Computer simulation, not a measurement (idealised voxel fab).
The name of this process module is voxel self aligned vias.
In the cross-section labelled cut, the width is 225 nm and each square cell is 5 nm.
Cross-section, as written here: a square-cell grid given band by band from the top down, where a band holds one or more rows of cells. Band: top height; bottom height; in nm. Then, left to right: material with width in nm, for each material. "throughout": a single material spanning edge to edge. "blank": empty space. Heads up on the height convention: 0 is the point under which the incoming wafer is all one material, and the lowest band has no bottom, it just keeps going down, like "0 nm and below". A two-number width, for instance "30->40", indicates that the width is equal to the first number in the top row of the band and to the second number in the bottom row, and that it changes by a constant amount per row of cells. The designation "changes: none", where it is given for a processing step, indicates that no cell of the cross-section was altered in the course of that step. "Closed void register" lists enclosed empty spaces (at least 8 cells, no open path upward to the top), each as width x height at distance from the left edge, in nm. Where a step's line continues beyond its settings, the continuation is a remark by the simulator itself on that step. overlay nm: for a step with a mask, the amount by which the mask lay right of where it was planned; a negative amount means left of it.
**The steps planned for the process are as follows**
1,RECEIVE (material Si)
2,CONFORMAL_DEP (material SiO2; thk nm 10)
3,CONFORMAL_DEP (material SiCN; thk nm 5)
4,DIRECTIONAL_DEP (material lowk; thk nm 20)
5,MASKED_ETCH (tone open; mask id LINES; width nm 30; pitch nm 70; etch materials lowk; depth nm 20; overlay nm 0)
6,CONFORMAL_DEP (material TiN; thk nm 5)
7,FILL_DEP (material W; thk nm 5)
8,CMP (height nm 35)
9,SELECTIVE_ETCH (etch materials W Ru TiN; depth nm 5)
10,FILL_DEP (material SiN; thk nm 10)
11,CMP (height nm 35)
12,DIRECTIONAL_DEP (material lowk; thk nm 15)
13,DIRECTIONAL_DEP (material aC; thk nm 15)
14,PATTERN (tone open; mask id VIAS; material resist; width nm 40; pitch nm 70; thk nm 35; overlay nm 0)
15,DIRECTIONAL_ETCH (etch materials aC; depth nm 15)
16,STRIP (etch materials resist)
17,DIRECTIONAL_ETCH (etch materials lowk; depth nm 15)
18,DIRECTIONAL_ETCH (etch materials SiN; depth nm 5)
19,STRIP (etch materials aC)
20,CONFORMAL_DEP (material TiN; thk nm 5)
21,FILL_DEP (material Ru; thk nm 10)
22,CMP (height nm 50)
23,CONFORMAL_DEP (material SiN; thk nm 5)
**This is the cross-section of the wafer as we received it, i.e. after step 1**
  0 nm and below | Si throughout
  Closed void register: none
**a wafer at the end: this start, this plan, one mistake**
  55 nm to 50 nm | SiN throughout
  50 nm to 40 nm | lowk 20, then TiN 5, then Ru 30, then TiN 5, then lowk 30, then TiN 5, then Ru 30, then TiN 5, then lowk 30, then TiN 5, then Ru 30, then TiN 5, then lowk 25
  40 nm to 35 nm | lowk 20, then TiN 10, then Ru 20, then TiN 10, then lowk 30, then TiN 10, then Ru 20, then TiN 10, then lowk 30, then TiN 10, then Ru 20, then TiN 10, then lowk 25
  35 nm to 30 nm | lowk 25, then TiN 30, then lowk 40, then TiN 30, then lowk 40, then TiN 30, then lowk 30
  30 nm to 20 nm | lowk 25, then TiN 5, then W 20, then TiN 5, then lowk 40, then TiN 5, then W 20, then TiN 5, then lowk 40, then TiN 5, then W 20, then TiN 5, then lowk 30
  20 nm to 15 nm | lowk 25, then TiN 30, then lowk 40, then TiN 30, then lowk 40, then TiN 30, then lowk 30
  15 nm to 10 nm | W throughout
  10 nm to 0 nm | SiO2 throughout
  0 nm and below | Si throughout
  Closed void register: none
Which mistake was made when the wafer was run? contrary to plan, step 3 was performed as CONFORMAL_DEP (material W; thk nm 5)
